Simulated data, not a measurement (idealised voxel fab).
process module | voxel self aligned vias
cross-section cut | 260 nm wide | cells 5 nm
A cross-section is a grid of square cells, given in bands from the top down. A band is one or more rows of cells.
Each band's line starts with the height of the band's top and of its bottom, in nm. Then come its materials from left to right, each with its width in nm. One material with "throughout" fills the band from edge to edge. "air" is empty space.
Height 0 is the level under which the wafer as received is all one material. The lowest band goes on downwards, as in "0 down".
A width such as "30 to 40" changes by the same amount from each row of cells to the next, from the band's top row to its bottom row.
"no change" after a step means that no cell of the cross-section changed.
closed voids: empty space of 8 cells or more with no open way to the top, each as width x height at its distance from the left edge, in nm
after a step's settings: what the simulator itself notes on the step
overlay nm, on a step with a mask: how far to the right of its planned place the mask lay; to the left if negative
plan
1 op RECEIVE | material Si
2 op CONFORMAL_DEP | material SiO2 | thk nm 15
3 op CONFORMAL_DEP | material SiCN | thk nm 5
4 op DIRECTIONAL_DEP | material SiO2 | thk nm 30
5 op PATTERN | tone open | mask id LINES | material resist | width nm 30 | pitch nm 60 | thk nm 20 | overlay nm 0
6 op DIRECTIONAL_ETCH | etch materials SiO2 | depth nm 30
7 op STRIP | etch materials resist
8 op CONFORMAL_DEP | material TiN | thk nm 5
9 op FILL_DEP | material Ru | thk nm 10
10 op CMP | height nm 50
11 op SELECTIVE_ETCH | etch materials W Ru TiN | depth nm 5
12 op FILL_DEP | material SiN | thk nm 10
13 op CMP | height nm 50
14 op DIRECTIONAL_DEP | material SiO2 | thk nm 15
15 op MASKED_ETCH | tone open | mask id VIAS | width nm 40 | pitch nm 60 | etch materials SiO2 | depth nm 15 | overlay nm 0
16 op MASKED_ETCH | tone open | mask id VIAS | width nm 40 | pitch nm 60 | etch materials SiN | depth nm 5 | overlay nm 0
17 op CONFORMAL_DEP | material TiN | thk nm 5
18 op FILL_DEP | material W | thk nm 10
19 op CMP | height nm 65
20 op CONFORMAL_DEP | material SiCN | thk nm 5
as received, after step 1
  0 down: Si throughout
  closed voids: none
first wafer at the end, as planned
  70 to 65: SiCN throughout
  65 to 55: SiO2 50 | TiN 5 | W 30 | TiN 5 | SiO2 20 | TiN 5 | W 30 | TiN 5 | SiO2 20 | TiN 5 | W 30 | TiN 5 | SiO2 50
  55 to 50: SiO2 50 | TiN 10 | W 20 | TiN 10 | SiO2 20 | TiN 10 | W 20 | TiN 10 | SiO2 20 | TiN 10 | W 20 | TiN 10 | SiO2 50
  50 to 45: SiO2 55 | TiN 30 | SiO2 30 | TiN 30 | SiO2 30 | TiN 30 | SiO2 55
  45 to 25: SiO2 55 | TiN 5 | Ru 20 | TiN 5 | SiO2 30 | TiN 5 | Ru 20 | TiN 5 | SiO2 30 | TiN 5 | Ru 20 | TiN 5 | SiO2 55
  25 to 20: SiO2 55 | TiN 30 | SiO2 30 | TiN 30 | SiO2 30 | TiN 30 | SiO2 55
  20 to 15: SiCN throughout
  15 to 0: SiO2 throughout
  0 down: Si throughout
  closed voids: none
second wafer at the end: like start, like plan, one mistake
  70 to 65: SiCN throughout
  65 to 55: SiO2 50 | TiN 5 | W 30 | TiN 5 | SiO2 20 | TiN 5 | W 30 | TiN 5 | SiO2 20 | TiN 5 | W 30 | TiN 5 | SiO2 50
  55 to 50: SiO2 50 | TiN 5 | W 20 | TiN 15 | SiO2 20 | TiN 5 | W 20 | TiN 15 | SiO2 20 | TiN 5 | W 20 | TiN 15 | SiO2 50
  50 to 45: SiO2 50 | TiN 30 | SiO2 30 | TiN 30 | SiO2 30 | TiN 30 | SiO2 60
  45 to 25: SiO2 50 | TiN 5 | Ru 20 | TiN 5 | SiO2 30 | TiN 5 | Ru 20 | TiN 5 | SiO2 30 | TiN 5 | Ru 20 | TiN 5 | SiO2 60
  25 to 20: SiO2 50 | TiN 30 | SiO2 30 | TiN 30 | SiO2 30 | TiN 30 | SiO2 60
  20 to 15: SiCN throughout
  15 to 0: SiO2 throughout
  0 down: Si throughout
  closed voids: none
what went wrong: step 5 ran as: op PATTERN | tone open | mask id LINES | material resist | width nm 30 | pitch nm 60 | thk nm 20 | overlay nm -5
at the end the second wafer has, in cells: as many of each material as the first, in other places
